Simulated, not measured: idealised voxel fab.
process module | voxel air gaps
cross-section cut | 245 nm wide | cells 5 nm
A cross-section is a grid of square cells, given in bands from the top down. A band is one or more rows of cells.
Each band's line starts with the height of the band's top and of its bottom, in nm. Then come its materials from left to right, each with its width in nm. One material with "throughout" fills the band from edge to edge. "air" is empty space.
Height 0 is the level under which the wafer as received is all one material. The lowest band goes on downwards, as in "0 down".
A width such as "30 to 40" changes by the same amount from each row of cells to the next, from the band's top row to its bottom row.
"no change" after a step means that no cell of the cross-section changed.
closed voids: empty space of 8 cells or more with no open way to the top, each as width x height at its distance from the left edge, in nm
after a step's settings: what the simulator itself notes on the step
overlay nm, on a step with a mask: how far to the right of its planned place the mask lay; to the left if negative
plan
1 op RECEIVE | material Si
2 op CONFORMAL_DEP | material SiO2 | thk nm 10
3 op CONFORMAL_DEP | material SiN | thk nm 5
4 op DIRECTIONAL_DEP | material lowk | thk nm 35
5 op DIRECTIONAL_DEP | material aC | thk nm 10
6 op PATTERN | tone open | mask id LINES | material resist | width nm 20 | pitch nm 50 | thk nm 25 | overlay nm 0
7 op DIRECTIONAL_ETCH | etch materials aC | depth nm 10
8 op STRIP | etch materials resist
9 op DIRECTIONAL_ETCH | etch materials lowk | depth nm 35
10 op STRIP | etch materials aC
11 op CONFORMAL_DEP | material TiN | thk nm 5
12 op FILL_DEP | material Ru | thk nm 5
13 op CMP | height nm 50
14 op EPI | material Ru | thk nm 10
15 op SELECTIVE_ETCH | etch materials lowk | depth nm 45
16 op CONFORMAL_DEP | material SiCN | thk nm 5
first wafer, as planned
as received, after step 1
  0 down: Si throughout
  closed voids: none
after step 2
  10 to 0: SiO2 throughout
  below 0: unchanged
after step 3
  15 to 10: SiN throughout
  below 10: unchanged
after step 4
  50 to 15: lowk throughout
  below 15: unchanged
after step 5
  60 to 50: aC throughout
  below 50: unchanged
after step 6
  85 to 60: resist 60 | air 20 | resist 30 | air 20 | resist 30 | air 20 | resist 65
  below 60: unchanged
after step 7
  75 to 60: resist 60 | air 20 | resist 30 | air 20 | resist 30 | air 20 | resist 65
  60 to 50: aC 60 | air 20 | aC 30 | air 20 | aC 30 | air 20 | aC 65
  below 50: unchanged
after step 8
  60 to 50: aC 60 | air 20 | aC 30 | air 20 | aC 30 | air 20 | aC 65
  below 50: unchanged
after step 9
  60 to 50: aC 60 | air 20 | aC 30 | air 20 | aC 30 | air 20 | aC 65
  50 to 15: lowk 60 | air 20 | lowk 30 | air 20 | lowk 30 | air 20 | lowk 65
  below 15: unchanged
after step 10
  50 to 15: lowk 60 | air 20 | lowk 30 | air 20 | lowk 30 | air 20 | lowk 65
  below 15: unchanged
after step 11
  55 to 50: TiN 65 | air 10 | TiN 40 | air 10 | TiN 40 | air 10 | TiN 70
  50 to 20: lowk 60 | TiN 5 | air 10 | TiN 5 | lowk 30 | TiN 5 | air 10 | TiN 5 | lowk 30 | TiN 5 | air 10 | TiN 5 | lowk 65
  20 to 15: lowk 60 | TiN 20 | lowk 30 | TiN 20 | lowk 30 | TiN 20 | lowk 65
  below 15: unchanged
after step 12
  60 to 55: Ru throughout
  55 to 50: TiN 65 | Ru 10 | TiN 40 | Ru 10 | TiN 40 | Ru 10 | TiN 70
  50 to 20: lowk 60 | TiN 5 | Ru 10 | TiN 5 | lowk 30 | TiN 5 | Ru 10 | TiN 5 | lowk 30 | TiN 5 | Ru 10 | TiN 5 | lowk 65
  below 20: unchanged
after step 13
  50 to 20: lowk 60 | TiN 5 | Ru 10 | TiN 5 | lowk 30 | TiN 5 | Ru 10 | TiN 5 | lowk 30 | TiN 5 | Ru 10 | TiN 5 | lowk 65
  below 20: unchanged
after step 14
  60 to 50: air 50 | Ru 40 | air 10 | Ru 40 | air 10 | Ru 40 | air 55
  below 50: unchanged
after step 15
  60 to 50: air 50 | Ru 40 | air 10 | Ru 40 | air 10 | Ru 40 | air 55
  50 to 20: air 60 | TiN 5 | Ru 10 | TiN 5 | air 30 | TiN 5 | Ru 10 | TiN 5 | air 30 | TiN 5 | Ru 10 | TiN 5 | air 65
  20 to 15: air 60 | TiN 20 | air 30 | TiN 20 | air 30 | TiN 20 | air 65
  below 15: unchanged
after step 16
  65 to 60: air 45 | SiCN 150 | air 50
  60 to 50: air 45 | SiCN 5 | Ru 40 | SiCN 10 | Ru 40 | SiCN 10 | Ru 40 | SiCN 5 | air 50
  50 to 45: air 45 | SiCN 15 | TiN 5 | Ru 10 | TiN 5 | SiCN 30 | TiN 5 | Ru 10 | TiN 5 | SiCN 30 | TiN 5 | Ru 10 | TiN 5 | SiCN 15 | air 50
  45 to 20: air 55 | SiCN 5 | TiN 5 | Ru 10 | TiN 5 | SiCN 5 | air 20 | SiCN 5 | TiN 5 | Ru 10 | TiN 5 | SiCN 5 | air 20 | SiCN 5 | TiN 5 | Ru 10 | TiN 5 | SiCN 5 | air 60
  20 to 15: SiCN 60 | TiN 20 | SiCN 30 | TiN 20 | SiCN 30 | TiN 20 | SiCN 65
  below 15: unchanged
  closed voids: 20 x 25 at 85; 20 x 25 at 135
second wafer: like start, like plan, one mistake. Through step 15 it matches the first wafer
when step 16 should have ended: no change
what went wrong: step 16 was left out
at the end the second wafer has, in cells: 127 fewer of SiCN
closed voids at the end (first wafer, second wafer): 2, 0
